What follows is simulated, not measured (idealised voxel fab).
The process module presented herein is designated voxel capacitor over wiring.
The width of the displayed cross-section, cut, is 190 nm; its cells are square, with a size of 5 nm.
Just so we're on the same page, the cross-sections are grids of square cells, and they're listed out in bands top to bottom, each band one or more rows deep. A band entry consists of two parts. The first gives the height of the band's top and the height of its bottom, in nm. The rest lists the band's materials from left to right, each with its width in nm. A single material labelled with the word "everywhere" fills the band from edge to edge, and the word "empty" marks empty space. Ref level 0: as-received wafer is one material below here. Bottom band extends down with no lower bound ("z 0 and below"). The two numbers in a width such as "30..40" mark its ends across the band: the first belongs to the top row of cells, the second to the bottom row, and from each row to the next the width moves by the same amount. You'll sometimes find "no change occurred" written for a step, and that's the way of saying that nowhere in the cross-section did a cell change during that step. You'll see "Sealed-off cavities" listing empty spaces that have no way open to the top, as long as they're 8 cells or more; the notation is width x height at distance, where the distance is from the left edge, and all of it is in nm. Text after the settings on a step's line: the simulator's own remark on that step. "overlay nm" on a masked step: distance the mask lay right of its planned place, negative for left.
Intended process steps
1: RECEIVE with material Si
2: CONFORMAL_DEP with material SiO2, thk nm 10
3: CONFORMAL_DEP with material SiCN, thk nm 5
4: DIRECTIONAL_DEP with material SiO2, thk nm 20
5: MASKED_ETCH with tone open, mask id METAL_1, width nm 25, pitch nm 75, etch materials SiO2, depth nm 20, overlay nm 0
6: MASKED_ETCH with tone open, mask id METAL_1, width nm 25, pitch nm 75, etch materials SiCN, depth nm 5, overlay nm 0
7: CONFORMAL_DEP with material TiN, thk nm 5
8: FILL_DEP with material Ru, thk nm 10
9: CMP with height nm 35
10: CONFORMAL_DEP with material SiCN, thk nm 5
11: DIRECTIONAL_DEP with material SiO2, thk nm 20
12: PATTERN with tone open, mask id PLUG_1, material resist, width nm 15, thk nm 15, overlay nm 0
13: DIRECTIONAL_ETCH with etch materials SiO2, depth nm 20
14: DIRECTIONAL_ETCH with etch materials SiCN, depth nm 5
15: STRIP with etch materials resist
16: EPI with material Ru, thk nm 10
17: EPI with material Ru, thk nm 10
18: EPI with material Ru, thk nm 5
19: DIRECTIONAL_DEP with material TiN, thk nm 5
20: DIRECTIONAL_DEP with material SiN, thk nm 5
21: DIRECTIONAL_DEP with material TiN, thk nm 10
22: DIRECTIONAL_DEP with material aC, thk nm 10
23: PATTERN with tone cover, mask id UPPER_PLATE, material resist, width nm 55, thk nm 30, overlay nm 0
24: DIRECTIONAL_ETCH with etch materials aC, depth nm 10
25: STRIP with etch materials resist
26: DIRECTIONAL_ETCH with etch materials TiN, depth nm 10
27: DIRECTIONAL_ETCH with etch materials SiN, depth nm 5
28: STRIP with etch materials aC
29: DIRECTIONAL_DEP with material aC, thk nm 10
30: PATTERN with tone cover, mask id LOWER_PLATE, material resist, width nm 65, thk nm 30, overlay nm 0
31: DIRECTIONAL_ETCH with etch materials aC, depth nm 10
32: STRIP with etch materials resist
33: DIRECTIONAL_ETCH with etch materials TiN, depth nm 5
34: STRIP with etch materials aC
35: FILL_DEP with material SiO2, thk nm 20
36: CMP with height nm 95
37: MASKED_ETCH with tone open, mask id PLUG_2, width nm 15, etch materials SiO2, depth nm 15, overlay nm 0
38: CONFORMAL_DEP with material TiN, thk nm 5
39: FILL_DEP with material Ru, thk nm 5
40: CMP with height nm 95
41: CONFORMAL_DEP with material SiN, thk nm 5
Cross-section of the wafer upon arrival, representing the state reached after step 1
  z 0 and below  Si everywhere
  Sealed-off cavities: none
Post-module cross-section of the first of two wafers (run per plan)
  z 100 to 95  SiN everywhere
  z 95 to 85  65 nm SiO2  5 nm TiN  5 nm Ru  5 nm TiN  110 nm SiO2
  z 85 to 80  65 nm SiO2  15 nm TiN  110 nm SiO2
  z 80 to 70  55 nm SiO2  55 nm TiN  80 nm SiO2
  z 70 to 65  55 nm SiO2  55 nm SiN  80 nm SiO2
  z 65 to 60  50 nm SiO2  65 nm TiN  75 nm SiO2
  z 60 to 40  55 nm SiO2  15 nm Ru  120 nm SiO2
  z 40 to 35  55 nm SiCN  15 nm Ru  120 nm SiCN
  z 35 to 15  45 nm SiO2  5 nm TiN  15 nm Ru  5 nm TiN  50 nm SiO2  5 nm TiN  15 nm Ru  5 nm TiN  45 nm SiO2
  z 15 to 10  45 nm SiCN  25 nm TiN  50 nm SiCN  25 nm TiN  45 nm SiCN
  z 10 to 0  SiO2 everywhere
  z 0 and below  Si everywhere
  Sealed-off cavities: none
This cross-section belongs to the second wafer of two at the end of the module; the start and the plan were shared with the first, and the run included one mistake
  z 100 to 95  SiN everywhere
  z 95 to 85  65 nm SiO2  5 nm TiN  5 nm Ru  5 nm TiN  110 nm SiO2
  z 85 to 80  65 nm SiO2  15 nm TiN  110 nm SiO2
  z 80 to 70  70 nm SiO2  40 nm TiN  80 nm SiO2
  z 70 to 65  55 nm SiO2  15 nm TiN  40 nm SiN  80 nm SiO2
  z 65 to 60  50 nm SiO2  65 nm TiN  75 nm SiO2
  z 60 to 55  55 nm SiO2  15 nm SiN  120 nm SiO2
  z 55 to 50  55 nm SiO2  15 nm TiN  120 nm SiO2
  z 50 to 40  SiO2 everywhere
  z 40 to 35  SiCN everywhere
  z 35 to 15  45 nm SiO2  5 nm TiN  15 nm Ru  5 nm TiN  50 nm SiO2  5 nm TiN  15 nm Ru  5 nm TiN  45 nm SiO2
  z 15 to 10  45 nm SiCN  25 nm TiN  50 nm SiCN  25 nm TiN  45 nm SiCN
  z 10 to 0  SiO2 everywhere
  z 0 and below  Si everywhere
  Sealed-off cavities: none
Error vs. plan: note that step 13 departed from the planned setting and was carried out as DIRECTIONAL_ETCH with etch materials SiO2, depth nm 10
Materials where the second wafer ends with more or fewer cells than the first: -15 Ru | +3 SiCN | +12 SiO2
